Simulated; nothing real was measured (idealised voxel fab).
process module | voxel self aligned vias
cross-section cut | 290 nm wide | cells 5 nm
A cross-section is a grid of square cells, given in bands from the top down. A band is one or more rows of cells.
Each band's line starts with the height of the band's top and of its bottom, in nm. Then come its materials from left to right, each with its width in nm. One material with "throughout" fills the band from edge to edge. "air" is empty space.
Height 0 is the level under which the wafer as received is all one material. The lowest band goes on downwards, as in "0 down".
A width such as "30 to 40" changes by the same amount from each row of cells to the next, from the band's top row to its bottom row.
"no change" after a step means that no cell of the cross-section changed.
closed voids: empty space of 8 cells or more with no open way to the top, each as width x height at its distance from the left edge, in nm
after a step's settings: what the simulator itself notes on the step
overlay nm, on a step with a mask: how far to the right of its planned place the mask lay; to the left if negative
plan
1 op RECEIVE | material Si
2 op CONFORMAL_DEP | material SiO2 | thk nm 10
3 op CONFORMAL_DEP | material SiCN | thk nm 5
4 op DIRECTIONAL_DEP | material SiO2 | thk nm 20
5 op MASKED_ETCH | tone open | mask id LINES | width nm 25 | pitch nm 50 | etch materials SiO2 | depth nm 20 | overlay nm 0
6 op CONFORMAL_DEP | material TiN | thk nm 5
7 op FILL_DEP | material Ru | thk nm 5
8 op CMP | height nm 35
9 op SELECTIVE_ETCH | etch materials W Ru TiN | depth nm 5
10 op FILL_DEP | material SiN | thk nm 10
11 op CMP | height nm 35
12 op DIRECTIONAL_DEP | material SiO2 | thk nm 15
13 op DIRECTIONAL_DEP | material aC | thk nm 10
14 op PATTERN | tone open | mask id VIAS | material resist | width nm 35 | pitch nm 50 | thk nm 30 | overlay nm 0
15 op DIRECTIONAL_ETCH | etch materials aC | depth nm 10
16 op STRIP | etch materials resist
17 op DIRECTIONAL_ETCH | etch materials SiO2 | depth nm 15
18 op DIRECTIONAL_ETCH | etch materials SiN | depth nm 5
19 op STRIP | etch materials aC
20 op CONFORMAL_DEP | material TiN | thk nm 5
21 op FILL_DEP | material Cu | thk nm 5
22 op CMP | height nm 50
23 op CONFORMAL_DEP | material SiN | thk nm 5
as received, after step 1
  0 down: Si throughout
  closed voids: none
a wafer at the end: this start, this plan, one mistake
  55 to 50: SiN throughout
  50 to 35: SiO2 100 | TiN 5 | Cu 25 | TiN 5 | SiO2 15 | TiN 5 | Cu 25 | TiN 5 | SiO2 105
  35 to 30: SiN 100 | TiN 35 | SiN 15 | TiN 35 | SiN 105
  30 to 15: SiO2 105 | TiN 5 | Ru 15 | TiN 5 | SiO2 25 | TiN 5 | Ru 15 | TiN 5 | SiO2 110
  15 to 10: SiO2 105 | TiN 25 | SiO2 25 | TiN 25 | SiO2 110
  10 to 0: SiO2 throughout
  0 down: Si throughout
  closed voids: none
what went wrong: step 3 was left out
